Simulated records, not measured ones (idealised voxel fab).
process module | voxel fin reveal
cross-section cut | 275 nm wide | cells 5 nm
A cross-section is a grid of square cells, given in bands from the top down. A band is one or more rows of cells.
Each band's line starts with the height of the band's top and of its bottom, in nm. Then come its materials from left to right, each with its width in nm. One material with "throughout" fills the band from edge to edge. "air" is empty space.
Height 0 is the level under which the wafer as received is all one material. The lowest band goes on downwards, as in "0 down".
A width such as "30 to 40" changes by the same amount from each row of cells to the next, from the band's top row to its bottom row.
"no change" after a step means that no cell of the cross-section changed.
closed voids: empty space of 8 cells or more with no open way to the top, each as width x height at its distance from the left edge, in nm
after a step's settings: what the simulator itself notes on the step
overlay nm, on a step with a mask: how far to the right of its planned place the mask lay; to the left if negative
plan
1 op RECEIVE | material Si
2 op CONFORMAL_DEP | material SiN | thk nm 5
3 op MASKED_ETCH | tone cover | mask id FINS | width nm 15 | pitch nm 40 | etch materials SiN | depth nm 5 | overlay nm 0
4 op MASKED_ETCH | tone cover | mask id FINS | width nm 15 | pitch nm 40 | etch materials Si | depth nm 35 | overlay nm 0
5 op FILL_DEP | material SiO2 | thk nm 10
6 op CMP | height nm 5
7 op SELECTIVE_ETCH | etch materials SiO2 | depth nm 25
8 op STRIP | etch materials SiN
9 op CONFORMAL_DEP | material HfO2 | thk nm 5
as received, after step 1
  0 down: Si throughout
  closed voids: none
first wafer at the end, as planned
  5 to 0: air 105 | HfO2 25 | air 15 | HfO2 25 | air 105
  0 to -15: air 105 | HfO2 5 | Si 15 | HfO2 5 | air 15 | HfO2 5 | Si 15 | HfO2 5 | air 105
  -15 to -20: HfO2 110 | Si 15 | HfO2 25 | Si 15 | HfO2 110
  -20 to -35: SiO2 110 | Si 15 | SiO2 25 | Si 15 | SiO2 110
  -35 down: Si throughout
  closed voids: none
second wafer at the end: like start, like plan, one mistake
  0 to -20: air 110 | Si 15 | air 25 | Si 15 | air 110
  -20 to -35: SiO2 110 | Si 15 | SiO2 25 | Si 15 | SiO2 110
  -35 down: Si throughout
  closed voids: none
what went wrong: step 9 was left out
at the end the second wafer has, in cells: 71 fewer of HfO2
